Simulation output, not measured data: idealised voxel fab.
Documented hereafter: the process module known as voxel capacitor over wiring.
195 nm wide, 5 nm square cells: that's cross-section cut.
How to read a cross-section here: the picture is a grid of square cells, written as bands going from the top down, and any band can span one or more rows of cells. Band entry format. Leading values: height of top, height of bottom, nm. Remainder: materials in left-to-right order, each with its width in nm. Special words: "all across" on a single material, which then fills the band edge to edge; "blank", empty space. Height reference: 0 = level under which incoming wafer is all one material. Lowest band: no bottom, runs on downward, e.g. "0 and below". Width spec "30->40" -> top row of cells at first value, bottom row at second value, equal per-row change in between. A step reported as "no alteration" is a step in which no cell of the cross-section changed. Look at "Closed void table" for the closed voids: empty spaces with no open path to the top, sized 8 cells or up. Each is width x height at distance, distance from the left edge, all nm. The remark found on a step's line after its settings is issued by the simulator itself and pertains to that step. overlay nm: how far to the right of its planned place the mask lay on this masked step (negative: to the left).

### Here's what the planned process steps look like
1 RECEIVE [material Si]
2 CONFORMAL_DEP [material SiO2] [thk nm 10]
3 CONFORMAL_DEP [material SiCN] [thk nm 5]
4 DIRECTIONAL_DEP [material SiO2] [thk nm 20]
5 PATTERN [tone open] [mask id METAL_1] [material resist] [width nm 30] [pitch nm 100] [thk nm 15] [overlay nm 0]
6 DIRECTIONAL_ETCH [etch materials SiO2] [depth nm 20]
7 DIRECTIONAL_ETCH [etch materials SiCN] [depth nm 5]
8 STRIP [etch materials resist]
9 CONFORMAL_DEP [material TiN] [thk nm 5]
10 FILL_DEP [material W] [thk nm 5]
11 CMP [height nm 35]
12 EPI [material Ru] [thk nm 5]
13 FILL_DEP [material SiCN] [thk nm 5]
14 DIRECTIONAL_DEP [material lowk] [thk nm 15]
15 PATTERN [tone open] [mask id PLUG_1] [material resist] [width nm 15] [thk nm 15] [overlay nm 0]
16 DIRECTIONAL_ETCH [etch materials lowk] [depth nm 15]
17 DIRECTIONAL_ETCH [etch materials SiCN] [depth nm 5]
18 STRIP [etch materials resist]
19 EPI [material Ru] [thk nm 10]
20 EPI [material Ru] [thk nm 10]
21 DIRECTIONAL_DEP [material TiN] [thk nm 5]
22 DIRECTIONAL_DEP [material Al2O3] [thk nm 5]
23 DIRECTIONAL_DEP [material TiN] [thk nm 10]
24 PATTERN [tone cover] [mask id UPPER_PLATE] [material resist] [width nm 75] [thk nm 20] [overlay nm 0]
25 DIRECTIONAL_ETCH [etch materials TiN] [depth nm 10]
26 DIRECTIONAL_ETCH [etch materials Al2O3] [depth nm 5]
27 STRIP [etch materials resist]
28 PATTERN [tone cover] [mask id LOWER_PLATE] [material resist] [width nm 85] [thk nm 15] [overlay nm 0]
29 DIRECTIONAL_ETCH [etch materials TiN] [depth nm 5]
30 STRIP [etch materials resist]
31 FILL_DEP [material SiO2] [thk nm 20]
32 CMP [height nm 95]
33 DIRECTIONAL_DEP [material aC] [thk nm 15]
34 PATTERN [tone open] [mask id PLUG_2] [material resist] [width nm 15] [thk nm 30] [overlay nm 0]
35 DIRECTIONAL_ETCH [etch materials aC] [depth nm 15]
36 STRIP [etch materials resist]
37 DIRECTIONAL_ETCH [etch materials SiO2] [depth nm 5]
38 STRIP [etch materials aC]
39 CONFORMAL_DEP [material TiN] [thk nm 5]
40 FILL_DEP [material Cu] [thk nm 10]
41 CMP [height nm 95]
42 CONFORMAL_DEP [material SiCN] [thk nm 5]
Every wafer here starts from the same state; it is the step 37 depth nm that distinguishes them, and the value the plan gives belongs to the first wafer.

### first wafer as received, after step 1
> 0 and below = Si all across
> Closed void table: none

### wafer rows; end of module; cells per material since receipt: (+) gained, (-) lost; then closed voids
depth nm 5; +15 Al2O3; +28 Ru; +125 SiCN; +394 SiO2; +78 TiN; +32 W; +108 lowk; Closed void table: none
depth nm 10; +15 Al2O3; +1 Cu; +28 Ru; +125 SiCN; +391 SiO2; +80 TiN; +32 W; +108 lowk; Closed void table: none
depth nm 15; +15 Al2O3; +2 Cu; +28 Ru; +125 SiCN; +388 SiO2; +82 TiN; +32 W; +108 lowk; Closed void table: none
depth nm 20; +15 Al2O3; +2 Cu; +28 Ru; +125 SiCN; +388 SiO2; +82 TiN; +32 W; +108 lowk; Closed void table: none
depth nm 25; +15 Al2O3; +2 Cu; +28 Ru; +125 SiCN; +388 SiO2; +82 TiN; +32 W; +108 lowk; Closed void table: none
depth nm 30; +15 Al2O3; +2 Cu; +28 Ru; +125 SiCN; +388 SiO2; +82 TiN; +32 W; +108 lowk; Closed void table: none
